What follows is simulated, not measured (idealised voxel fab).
This is a process module. Its name is voxel ribs on slabs.
Cross-section cut: width 145 nm, square cells of 5 nm.
In what follows, cross-sections appear as grids of square cells, described through bands that run from the top down, where every band is one or more rows of cells. Basically the band line says how high the top is and how high the bottom is, in nm, and then what's in it from left to right, every material with its width in nm. Empty space shows up as "empty", and if a single material carries "edge to edge" it runs the full band edge to edge. Height reference: 0 = level under which incoming wafer is all one material. Lowest band: no bottom, runs on downward, e.g. "0..down". Width: "30..40" (first number = top row, second number = bottom row, same change from row to row of cells). The designation "remains unaltered", where it is given for a processing step, indicates that no cell of the cross-section was altered in the course of that step. Fully closed voids: empty space of 8 cells or more with no open way to the top, each as width x height at its distance from the left edge, in nm. Step line, after settings: the simulator's comment on this step. Among the settings permitted on a step's line is "overlay nm"; applied to a step with a mask, it specifies the extent to which the mask lay to the right of its planned position, whereas a negative figure signifies a position to the left.
THE FOLLOWING LIST GIVES THE PLANNED PROCESS STEPS
1: RECEIVE, material Si
2: DIRECTIONAL_DEP, material SiO2, thk nm 25
3: DIRECTIONAL_DEP, material polySi, thk nm 15
4: DIRECTIONAL_DEP, material aC, thk nm 15
5: PATTERN, tone cover, mask id RIB, material resist, width nm 25, thk nm 35, overlay nm 0
6: DIRECTIONAL_ETCH, etch materials aC, depth nm 15
7: STRIP, etch materials resist
8: DIRECTIONAL_ETCH, etch materials polySi, depth nm 10
9: STRIP, etch materials aC
10: PATTERN, tone cover, mask id SLAB, material resist, width nm 55, thk nm 15, overlay nm 0
11: DIRECTIONAL_ETCH, etch materials polySi, depth nm 5
12: STRIP, etch materials resist
13: FILL_DEP, material SiO2, thk nm 25
14: CMP, height nm 55
15: DIRECTIONAL_DEP, material TiN, thk nm 5
16: DIRECTIONAL_DEP, material aC, thk nm 10
17: PATTERN, tone cover, mask id HEATER, material resist, width nm 35, thk nm 25, overlay nm 0
18: DIRECTIONAL_ETCH, etch materials aC, depth nm 10
19: STRIP, etch materials resist
20: DIRECTIONAL_ETCH, etch materials TiN, depth nm 5
21: STRIP, etch materials aC
22: CONFORMAL_DEP, material SiN, thk nm 10
WAFER AS RECEIVED: CROSS-SECTION FOLLOWING STEP 1
    0..down: Si edge to edge
    Fully closed voids: none
WAFER CROSS-SECTION AT MODULE END: FIRST OF TWO, RUN TO PLAN
    70..65: 45 nm empty | 55 nm SiN | 45 nm empty
    65..60: SiN edge to edge
    60..55: 55 nm SiN | 35 nm TiN | 55 nm SiN
    55..40: SiO2 edge to edge
    40..30: 60 nm SiO2 | 25 nm polySi | 60 nm SiO2
    30..25: 45 nm SiO2 | 55 nm polySi | 45 nm SiO2
    25..0: SiO2 edge to edge
    0..down: Si edge to edge
    Fully closed voids: none
CROSS-SECTION OF THE LATTER OF THE TWO WAFERS AT MODULE COMPLETION. IT HAD AN IDENTICAL START AND AN IDENTICAL PLAN TO THE FORMER; IN RUNNING IT, ONE MISTAKE WAS MADE
    70..60: SiN edge to edge
    60..40: SiO2 edge to edge
    40..30: 60 nm SiO2 | 25 nm polySi | 60 nm SiO2
    30..25: 45 nm SiO2 | 55 nm polySi | 45 nm SiO2
    25..0: SiO2 edge to edge
    0..down: Si edge to edge
    Fully closed voids: none
What was done differently from what was planned? step 15 ran as: DIRECTIONAL_DEP, material SiO2, thk nm 5
Upon completion, the second wafer contains, in terms of cells, a greater or smaller amount of certain materials than the first wafer: SiN -4 | SiO2 +29 | TiN -7
